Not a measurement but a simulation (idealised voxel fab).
Module name: voxel transistor to metal (process module)
Square cell edge 5 nm, section width 195 nm, ID cut.
In this document a cross-section is written as a grid of square cells. It is given as a series of bands, listed from the top down, and a band is one or more rows of cells.
Top height, bottom height, nm. Materials left to right, width each, nm. Single material + "everywhere" = fills band edge to edge. "blank" = empty.
Heights are expressed relative to 0, this being the level below which the as-received wafer comprises one material exclusively. The lowest band is unbounded in the downward direction and is denoted as in "0 down".
You'd read "30->40" like this: the band's top row of cells is as wide as the first number, its bottom row is as wide as the second, and going down, every row changes width by the same amount as the row before did.
For the purposes of this document, the phrase "remains unaltered" attached to a step denotes that no cell within the cross-section was modified by that step.
The list in "Closed void listing" covers empty spaces of 8 cells or more that cannot reach the top through any open way, and it gives each as width x height at distance; the distance is from the left edge, and width, height and distance are in nm.
On a step's line, text after the settings is the simulator commenting on that step.
overlay nm: how far to the right of its planned place the mask lay on this masked step (negative: to the left).
### Process steps (planned)
1) op RECEIVE | material Si
2) op CONFORMAL_DEP | material SiO2 | thk nm 5
3) op CONFORMAL_DEP | material SiN | thk nm 10
4) op PATTERN | tone cover | mask id ACTIVE | material resist | width nm 110 | thk nm 20 | overlay nm 0
5) op DIRECTIONAL_ETCH | etch materials SiN | depth nm 10
6) op DIRECTIONAL_ETCH | etch materials SiO2 | depth nm 5
7) op DIRECTIONAL_ETCH | etch materials Si | depth nm 20
8) op STRIP | etch materials resist
9) op FILL_DEP | material SiO2 | thk nm 5
10) op CMP | height nm 15
11) op SELECTIVE_ETCH | etch materials SiO2 | depth nm 5
12) op STRIP | etch materials SiN
13) op SELECTIVE_ETCH | etch materials SiO2 | depth nm 5
14) op OXIDIZE | depth nm 5
15) op DIRECTIONAL_DEP | material polySi | thk nm 20
16) op DIRECTIONAL_DEP | material SiCN | thk nm 15
17) op MASKED_ETCH | tone cover | mask id GATE | width nm 30 | etch materials SiCN | depth nm 25 | overlay nm 0
18) op MASKED_ETCH | tone cover | mask id GATE | width nm 30 | etch materials polySi | depth nm 30 | overlay nm 0
19) op CONFORMAL_DEP | material SiN | thk nm 5
20) op DIRECTIONAL_ETCH | etch materials SiN | depth nm 5
21) op DIRECTIONAL_ETCH | etch materials SiO2 | depth nm 5
22) op EPI | material nSi | thk nm 5
23) op FILL_DEP | material SiO2 | thk nm 10
24) op CMP | height nm 20
25) op STRIP | etch materials polySi
26) op SELECTIVE_ETCH | etch materials SiO2 | depth nm 5
27) op CONFORMAL_DEP | material HfO2 | thk nm 5
28) op CONFORMAL_DEP | material TiN | thk nm 5
29) op FILL_DEP | material W | thk nm 5
30) op CMP | height nm 15
31) op DIRECTIONAL_DEP | material SiO2 | thk nm 15
32) op DIRECTIONAL_DEP | material aC | thk nm 15
33) op PATTERN | tone open | mask id CONTACT | material resist | width nm 15 | pitch nm 75 | thk nm 35 | overlay nm 0
34) op DIRECTIONAL_ETCH | etch materials aC | depth nm 15
35) op STRIP | etch materials resist
36) op DIRECTIONAL_ETCH | etch materials SiO2 | depth nm 30
37) op STRIP | etch materials aC
38) op CONFORMAL_DEP | material TiN | thk nm 5
39) op FILL_DEP | material Ru | thk nm 10
40) op CMP | height nm 30
41) op DIRECTIONAL_DEP | material TiN | thk nm 5
42) op DIRECTIONAL_DEP | material Ru | thk nm 20
43) op MASKED_ETCH | tone cover | mask id METAL_1 | width nm 15 | pitch nm 75 | etch materials Ru | depth nm 20 | overlay nm 0
44) op MASKED_ETCH | tone cover | mask id METAL_1 | width nm 15 | pitch nm 75 | etch materials TiN | depth nm 5 | overlay nm 0
45) op FILL_DEP | material lowk | thk nm 5
46) op CMP | height nm 55
47) op CONFORMAL_DEP | material SiCN | thk nm 5
48) op DIRECTIONAL_DEP | material lowk | thk nm 35
49) op DIRECTIONAL_DEP | material aC | thk nm 15
50) op PATTERN | tone open | mask id METAL_2 | material resist | width nm 15 | pitch nm 75 | thk nm 35 | overlay nm 0
51) op DIRECTIONAL_ETCH | etch materials aC | depth nm 15
52) op STRIP | etch materials resist
53) op DIRECTIONAL_ETCH | etch materials lowk | depth nm 20
54) op STRIP | etch materials aC
55) op DIRECTIONAL_DEP | material aC | thk nm 15
56) op PATTERN | tone open | mask id METAL_2_HOLES | material resist | width nm 15 | pitch nm 75 | thk nm 35 | overlay nm 0
57) op DIRECTIONAL_ETCH | etch materials aC | depth nm 15
58) op STRIP | etch materials resist
59) op DIRECTIONAL_ETCH | etch materials lowk | depth nm 15
60) op DIRECTIONAL_ETCH | etch materials SiCN | depth nm 5
61) op STRIP | etch materials aC
62) op CONFORMAL_DEP | material TiN | thk nm 5
63) op FILL_DEP | material Ru | thk nm 5
64) op CMP | height nm 95
65) op CONFORMAL_DEP | material SiN | thk nm 5
### as received, after step 1
* 0 down  Si everywhere
* Closed void listing: none
### First of two wafers: cross-section at end of module, run per plan
* 100 to 95  SiN everywhere
* 95 to 60  lowk 50, then TiN 5, then Ru 5, then TiN 5, then lowk 60, then TiN 5, then Ru 5, then TiN 5, then lowk 55
* 60 to 55  SiCN 50, then TiN 15, then SiCN 60, then TiN 15, then SiCN 55
* 55 to 35  lowk 50, then Ru 15, then lowk 60, then Ru 15, then lowk 55
* 35 to 30  lowk 50, then TiN 15, then lowk 60, then TiN 15, then lowk 55
* 30 to 15  SiO2 50, then TiN 5, then Ru 5, then TiN 5, then SiO2 60, then TiN 5, then Ru 5, then TiN 5, then SiO2 55
* 15 to 5  SiO2 50, then TiN 5, then Ru 5, then TiN 5, then SiO2 10, then SiN 5, then HfO2 5, then TiN 5, then W 10, then TiN 5, then HfO2 5, then SiN 5, then SiO2 10, then TiN 5, then Ru 5, then TiN 5, then SiO2 55
* 5 to 0  SiO2 35, then SiN 5, then SiO2 10, then TiN 15, then SiO2 10, then SiN 5, then HfO2 5, then TiN 20, then HfO2 5, then SiN 5, then SiO2 10, then TiN 15, then SiO2 10, then SiN 5, then SiO2 40
* 0 to -5  SiO2 40, then nSi 35, then HfO2 40, then nSi 35, then SiO2 45
* -5 to -20  SiO2 40, then Si 110, then SiO2 45
* -20 down  Si everywhere
* Closed void listing: none
### Wafer two, sectioned after the module: the first wafer's start, the first wafer's plan, and one mistake in how it was run
* 100 to 95  SiN everywhere
* 95 to 60  lowk 50, then TiN 5, then Ru 5, then TiN 5, then lowk 60, then TiN 5, then Ru 5, then TiN 5, then lowk 55
* 60 to 55  SiCN 50, then TiN 15, then SiCN 60, then TiN 15, then SiCN 55
* 55 to 35  lowk 50, then Ru 15, then lowk 60, then Ru 15, then lowk 55
* 35 to 30  lowk 50, then TiN 15, then lowk 60, then TiN 15, then lowk 55
* 30 to 15  SiO2 50, then TiN 5, then Ru 5, then TiN 5, then SiO2 60, then TiN 5, then Ru 5, then TiN 5, then SiO2 55
* 15 to 5  SiO2 50, then TiN 5, then Ru 5, then TiN 5, then SiO2 10, then SiN 5, then HfO2 5, then TiN 5, then W 10, then TiN 5, then HfO2 5, then SiN 5, then SiO2 10, then TiN 5, then Ru 5, then TiN 5, then SiO2 55
* 5 to 0  SiO2 30, then SiN 5, then SiO2 15, then TiN 15, then SiO2 10, then SiN 5, then HfO2 5, then TiN 20, then HfO2 5, then SiN 5, then SiO2 10, then TiN 15, then SiO2 15, then SiN 5, then SiO2 35
* 0 to -5  SiO2 30, then SiN 10, then nSi 35, then HfO2 40, then nSi 35, then SiN 10, then SiO2 35
* -5 to -10  SiO2 45, then Si 100, then SiO2 50
* -10 to -20  SiO2 40, then Si 110, then SiO2 45
* -20 down  Si everywhere
* Closed void listing: none
Which mistake was made when the wafer was run? steps 11 and 12: order swapped relative to plan
The closing comparison, in cells, has the second wafer with more or fewer of some materials than the first: Si -2; SiN +4; SiO2 -2
